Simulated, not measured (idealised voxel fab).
This is a process module. Its name is voxel plated lines.
Pictured: cross-section cut, 285 nm wide, on a grid of 5 nm square cells.
Cross-section, as written here: a square-cell grid given band by band from the top down, where a band holds one or more rows of cells.
Each band's line starts with the height of the band's top and of its bottom, in nm. Then come its materials from left to right, each with its width in nm. One material with "throughout" fills the band from edge to edge. "blank" is empty space.
Height is counted from the level 0, under which the received wafer is composed throughout of one material. The lowest of the bands is not closed at the bottom but continues downward, in the notation "from 0 down".
Width: "30->40" (first number = top row, second number = bottom row, same change from row to row of cells).
When a step is marked "no alterations made", none of the cells in the cross-section changed during that step.
Listed in "Fully closed voids": every empty space of 8 or more cells without an open way to the top. Form: width x height at distance, the distance being from the left edge, all in nm.
Whatever follows a step's settings on its line is a remark the simulator itself makes about that step.
"overlay nm" denotes, for a step that has a mask, the displacement of the mask to the right of its planned place, with negative values corresponding to the left.

PLAN
- 1: RECEIVE | material Si
- 2: CONFORMAL_DEP | material SiN | thk nm 10
- 3: DIRECTIONAL_DEP | material TiN | thk nm 5
- 4: PATTERN | tone open | mask id LINES | material resist | width nm 30 | pitch nm 60 | thk nm 15 | overlay nm 0
- 5: EPI | material Ru | thk nm 10
- 6: STRIP | etch materials resist
- 7: DIRECTIONAL_ETCH | etch materials TiN | depth nm 5
- 8: CONFORMAL_DEP | material SiN | thk nm 10

WAFER AS RECEIVED: CROSS-SECTION FOLLOWING STEP 1
    from 0 down = Si throughout
    Fully closed voids: none

SAME STARTING WAFER, SAME PLAN AS ABOVE, ONE MISTAKE IN THE EXECUTION; THIS IS THE CROSS-SECTION AT THE END OF THE MODULE
    from 35 to 25 = 85 of blank / 50 of SiN / 10 of blank / 50 of SiN / 90 of blank
    from 25 to 20 = 85 of blank / 10 of SiN / 30 of Ru / 10 of SiN / 10 of blank / 10 of SiN / 30 of Ru / 10 of SiN / 90 of blank
    from 20 to 15 = 95 of SiN / 30 of Ru / 30 of SiN / 30 of Ru / 100 of SiN
    from 15 to 10 = 95 of SiN / 30 of TiN / 30 of SiN / 30 of TiN / 100 of SiN
    from 10 to 0 = Ru throughout
    from 0 down = Si throughout
    Fully closed voids: none
Heads up, the wafer didn't run the way we planned it: heads up, step 2 didn't go per plan, it actually ran as CONFORMAL_DEP | material Ru | thk nm 10
